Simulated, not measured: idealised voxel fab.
Herein follows the process module entitled voxel trench capacitor.
Each square cell in cross-section cut measures 5 nm, and the section as a whole is 250 nm wide.
This document writes a cross-section as a grid whose cells are square, and gives it as bands, listed from the top down; one or more rows of cells form a band. Within each band entry, the heights of the top and of the bottom of the band appear first, in that order and in nm; the materials of the band then follow from left to right, each with its corresponding width in nm. The designation "everywhere" on a single material indicates that it fills the band from edge to edge; the designation "blank" indicates empty space. Convention: height 0 is the level below which the wafer, as received, is all one material. The lowest band does not terminate at the bottom but continues downward, represented as "z 0 and below". Quick explanation for "30->40": the width changes in equal steps down the rows of cells, from the first number in the band's top row to the second number in its bottom row. "no change occurred", as given for a step, is the statement that not any cell of the cross-section underwent a change during that step. For the entry "Trapped voids", the listed items are empty spaces with no open way to the top whose size is 8 cells or more; each item follows the pattern width x height at distance, where distance is from the left edge and all three are in nm. Formally, on a step line, whatever follows the settings is a remark that the simulator itself makes on the step. A step's line can hold "overlay nm"; with a mask on that step, the setting says how far right of the planned place the mask lay, while a negative setting says it lay to the left.
PROCESS STEPS (PLANNED)
step 1: RECEIVE with material Si
step 2: CONFORMAL_DEP with material SiN, thk nm 10
step 3: DIRECTIONAL_DEP with material aC, thk nm 15
step 4: PATTERN with tone open, mask id TRENCH, material resist, width nm 30, pitch nm 60, thk nm 35, overlay nm 0
step 5: DIRECTIONAL_ETCH with etch materials aC, depth nm 15
step 6: STRIP with etch materials resist
step 7: DIRECTIONAL_ETCH with etch materials SiN, depth nm 10
step 8: DIRECTIONAL_ETCH with etch materials Si, depth nm 25
step 9: STRIP with etch materials aC
step 10: CONFORMAL_DEP with material Al2O3, thk nm 5
step 11: CONFORMAL_DEP with material TiN, thk nm 5
step 12: FILL_DEP with material W, thk nm 5
step 13: CMP with height nm 10
What sets these wafers apart? The thk nm at step 11. They all start alike, and the plan carries the first wafer's value.
CROSS-SECTIONAL VIEW OF THE FIRST OF SEVERAL WAFERS IN THE AS-RECEIVED CONDITION, CORRESPONDING TO THE STATE FOLLOWING STEP 1
* z 0 and below = Si everywhere
* Trapped voids: none
SO IN THIS TABLE EVERY WAFER GETS ITS OWN ROW, AND WHAT YOU SEE IS WHERE IT STANDS AT THE END OF THE MODULE: FOR EACH MATERIAL, HOW MANY CELLS IT PICKED UP (+) OR GAVE UP (-) SINCE WE RECEIVED IT, AND AFTER THAT ITS CLOSED VOIDS
thk nm 5; +36 Al2O3; -60 Si; +76 SiN; +28 TiN; +20 W; Trapped voids: none
thk nm 10; +36 Al2O3; -60 Si; +76 SiN; +48 TiN; Trapped voids: none
thk nm 15; +36 Al2O3; -60 Si; +76 SiN; +48 TiN; Trapped voids: none
thk nm 20; +36 Al2O3; -60 Si; +76 SiN; +48 TiN; Trapped voids: none
